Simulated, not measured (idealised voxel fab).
Herein follows the process module entitled voxel quadruple lines.
This is section cut - it's 290 nm across, gridded in 5 nm square cells.
Format of a cross-section: grid, square cells. Given as bands. Order: top down. Band: one or more rows of cells.
This entry defines a band. It first specifies the height of the band's top and the height of its bottom in nm, and then specifies the band's materials from left to right, stating each material with its width in nm. The word "all across" identifies a single material that fills the band from edge to edge, while the word "empty" identifies empty space.
A quick word on heights: they are counted from 0, and under that level the wafer as it came to us is one material throughout. The lowest band is different from the rest in having no bottom; it simply continues downward, written as in "0 -> down".
The expression "30..40" gives the width at the extremes of the band, the first number at its top row of cells and the second at its bottom row, with the width changing by equal amounts from each row to the next in between.
"changes: none" after a step means that no cell of the cross-section changed.
"Enclosed cavities" - sealed voids, min. 8 cells, no opening to top; format: width x height at distance (distance from left edge; nm throughout).
Whatever follows a step's settings on its line is a remark the simulator itself makes about that step.
overlay nm: mask right of planned place by this much (step with mask). Neg. = left.

### Planned step list for the process
- 1: RECEIVE (material Si)
- 2: CONFORMAL_DEP (material SiO2; thk nm 10)
- 3: DIRECTIONAL_DEP (material Ru; thk nm 10)
- 4: DIRECTIONAL_DEP (material polySi; thk nm 15)
- 5: DIRECTIONAL_DEP (material aC; thk nm 20)
- 6: PATTERN (tone cover; mask id MANDREL; material resist; width nm 20; thk nm 25; overlay nm 0)
- 7: DIRECTIONAL_ETCH (etch materials aC; depth nm 20)
- 8: STRIP (etch materials resist)
- 9: CONFORMAL_DEP (material SiO2; thk nm 10)
- 10: DIRECTIONAL_ETCH (etch materials SiO2; depth nm 10)
- 11: STRIP (etch materials aC)
- 12: DIRECTIONAL_ETCH (etch materials polySi; depth nm 15)
- 13: STRIP (etch materials SiO2)
- 14: CONFORMAL_DEP (material SiCN; thk nm 5)
- 15: DIRECTIONAL_ETCH (etch materials SiCN; depth nm 5)
- 16: STRIP (etch materials polySi)
- 17: DIRECTIONAL_ETCH (etch materials Ru; depth nm 10)
- 18: STRIP (etch materials SiCN)
- 19: FILL_DEP (material SiO2; thk nm 10)
- 20: CMP (height nm 20)

### What follows covers the first of two wafers; it ran as planned

### Cross-section: wafer on arrival = after step 1
  0 -> down = Si all across
  Enclosed cavities: none

### Cross-section of the wafer subsequent to step 2
  10 -> 0 = SiO2 all across
  Everything below 0 is unchanged.

### Cross-section of the wafer subsequent to step 3
  20 -> 10 = Ru all across
  Everything below 10 is unchanged.

### Cross-section of the wafer subsequent to step 4
  35 -> 20 = polySi all across
  Everything below 20 is unchanged.

### Cross-section of the wafer subsequent to step 5
  55 -> 35 = aC all across
  Everything below 35 is unchanged.

### Cross-section of the wafer subsequent to step 6
  80 -> 55 = 135 of empty / 20 of resist / 135 of empty
  Everything below 55 is unchanged.

### Cross-section of the wafer subsequent to step 7
  60 -> 55 = 135 of empty / 20 of resist / 135 of empty
  55 -> 35 = 135 of empty / 20 of aC / 135 of empty
  Everything below 35 is unchanged.

### Cross-section of the wafer subsequent to step 8
  55 -> 35 = 135 of empty / 20 of aC / 135 of empty
  Everything below 35 is unchanged.

### Cross-section of the wafer subsequent to step 9
  65 -> 55 = 125 of empty / 40 of SiO2 / 125 of empty
  55 -> 45 = 125 of empty / 10 of SiO2 / 20 of aC / 10 of SiO2 / 125 of empty
  45 -> 35 = 135 of SiO2 / 20 of aC / 135 of SiO2
  Everything below 35 is unchanged.

### Cross-section of the wafer subsequent to step 10
  55 -> 35 = 125 of empty / 10 of SiO2 / 20 of aC / 10 of SiO2 / 125 of empty
  Everything below 35 is unchanged.

### Cross-section of the wafer subsequent to step 11
  55 -> 35 = 125 of empty / 10 of SiO2 / 20 of empty / 10 of SiO2 / 125 of empty
  Everything below 35 is unchanged.

### Cross-section of the wafer subsequent to step 12
  55 -> 35 = 125 of empty / 10 of SiO2 / 20 of empty / 10 of SiO2 / 125 of empty
  35 -> 20 = 125 of empty / 10 of polySi / 20 of empty / 10 of polySi / 125 of empty
  Everything below 20 is unchanged.

### Cross-section of the wafer subsequent to step 13
  35 -> 20 = 125 of empty / 10 of polySi / 20 of empty / 10 of polySi / 125 of empty
  Everything below 20 is unchanged.

### Cross-section of the wafer subsequent to step 14
  40 -> 35 = 120 of empty / 20 of SiCN / 10 of empty / 20 of SiCN / 120 of empty
  35 -> 25 = 120 of empty / 5 of SiCN / 10 of polySi / 5 of SiCN / 10 of empty / 5 of SiCN / 10 of polySi / 5 of SiCN / 120 of empty
  25 -> 20 = 125 of SiCN / 10 of polySi / 20 of SiCN / 10 of polySi / 125 of SiCN
  Everything below 20 is unchanged.

### Cross-section of the wafer subsequent to step 15
  35 -> 20 = 120 of empty / 5 of SiCN / 10 of polySi / 5 of SiCN / 10 of empty / 5 of SiCN / 10 of polySi / 5 of SiCN / 120 of empty
  Everything below 20 is unchanged.

### Cross-section of the wafer subsequent to step 16
  35 -> 20 = 120 of empty / 5 of SiCN / 10 of empty / 5 of SiCN / 10 of empty / 5 of SiCN / 10 of empty / 5 of SiCN / 120 of empty
  Everything below 20 is unchanged.

### Cross-section of the wafer subsequent to step 17
  35 -> 20 = 120 of empty / 5 of SiCN / 10 of empty / 5 of SiCN / 10 of empty / 5 of SiCN / 10 of empty / 5 of SiCN / 120 of empty
  20 -> 10 = 120 of empty / 5 of Ru / 10 of empty / 5 of Ru / 10 of empty / 5 of Ru / 10 of empty / 5 of Ru / 120 of empty
  Everything below 10 is unchanged.

### Cross-section of the wafer subsequent to step 18
  20 -> 10 = 120 of empty / 5 of Ru / 10 of empty / 5 of Ru / 10 of empty / 5 of Ru / 10 of empty / 5 of Ru / 120 of empty
  Everything below 10 is unchanged.

### Cross-section of the wafer subsequent to step 19
  30 -> 20 = SiO2 all across
  20 -> 10 = 120 of SiO2 / 5 of Ru / 10 of SiO2 / 5 of Ru / 10 of SiO2 / 5 of Ru / 10 of SiO2 / 5 of Ru / 120 of SiO2
  Everything below 10 is unchanged.

### Cross-section of the wafer subsequent to step 20
  20 -> 10 = 120 of SiO2 / 5 of Ru / 10 of SiO2 / 5 of Ru / 10 of SiO2 / 5 of Ru / 10 of SiO2 / 5 of Ru / 120 of SiO2
  Everything below 10 is unchanged.

### Wafer two of two - same starting point, same process plan, one mistake in execution; matches wafer one up to and including step 5

### Cross-section of the second wafer at the time step 6 of the plan should have ended
  80 -> 55 = 135 of resist / 20 of empty / 135 of resist
  Everything below 55 is unchanged.

### Cross-section of the second wafer at the time step 7 of the plan should have ended
  60 -> 55 = 135 of resist / 20 of empty / 135 of resist
  55 -> 35 = 135 of aC / 20 of empty / 135 of aC
  Everything below 35 is unchanged.

### Cross-section of the second wafer at the time step 8 of the plan should have ended
  55 -> 35 = 135 of aC / 20 of empty / 135 of aC
  Everything below 35 is unchanged.

### Cross-section of the second wafer at the time step 9 of the plan should have ended
  65 -> 55 = SiO2 all across
  55 -> 35 = 135 of aC / 20 of SiO2 / 135 of aC
  Everything below 35 is unchanged.

### Cross-section of the second wafer at the time step 10 of the plan should have ended
  55 -> 35 = 135 of aC / 20 of SiO2 / 135 of aC
  Everything below 35 is unchanged.

### Cross-section of the second wafer at the time step 11 of the plan should have ended
  55 -> 35 = 135 of empty / 20 of SiO2 / 135 of empty
  Everything below 35 is unchanged.

### Cross-section of the second wafer at the time step 12 of the plan should have ended
  55 -> 35 = 135 of empty / 20 of SiO2 / 135 of empty
  35 -> 20 = 135 of empty / 20 of polySi / 135 of empty
  Everything below 20 is unchanged.

### Cross-section of the second wafer at the time step 13 of the plan should have ended
  35 -> 20 = 135 of empty / 20 of polySi / 135 of empty
  Everything below 20 is unchanged.

### Cross-section of the second wafer at the time step 14 of the plan should have ended
  40 -> 35 = 130 of empty / 30 of SiCN / 130 of empty
  35 -> 25 = 130 of empty / 5 of SiCN / 20 of polySi / 5 of SiCN / 130 of empty
  25 -> 20 = 135 of SiCN / 20 of polySi / 135 of SiCN
  Everything below 20 is unchanged.

### Cross-section of the second wafer at the time step 15 of the plan should have ended
  35 -> 20 = 130 of empty / 5 of SiCN / 20 of polySi / 5 of SiCN / 130 of empty
  Everything below 20 is unchanged.

### Cross-section of the second wafer at the time step 16 of the plan should have ended
  35 -> 20 = 130 of empty / 5 of SiCN / 20 of empty / 5 of SiCN / 130 of empty
  Everything below 20 is unchanged.

### Cross-section of the second wafer at the time step 17 of the plan should have ended
  35 -> 20 = 130 of empty / 5 of SiCN / 20 of empty / 5 of SiCN / 130 of empty
  20 -> 10 = 130 of empty / 5 of Ru / 20 of empty / 5 of Ru / 130 of empty
  Everything below 10 is unchanged.

### Cross-section of the second wafer at the time step 18 of the plan should have ended
  20 -> 10 = 130 of empty / 5 of Ru / 20 of empty / 5 of Ru / 130 of empty
  Everything below 10 is unchanged.

### Cross-section of the second wafer at the time step 19 of the plan should have ended
  30 -> 20 = SiO2 all across
  20 -> 10 = 130 of SiO2 / 5 of Ru / 20 of SiO2 / 5 of Ru / 130 of SiO2
  Everything below 10 is unchanged.

### Cross-section of the second wafer at the time step 20 of the plan should have ended
  20 -> 10 = 130 of SiO2 / 5 of Ru / 20 of SiO2 / 5 of Ru / 130 of SiO2
  Everything below 10 is unchanged.
The mistake made against the process plan was this: not per plan at step 6, really ran PATTERN (tone open; mask id MANDREL; material resist; width nm 20; thk nm 25; overlay nm 0)
at the end the second wafer has, in cells: Ru -4; SiO2 +4
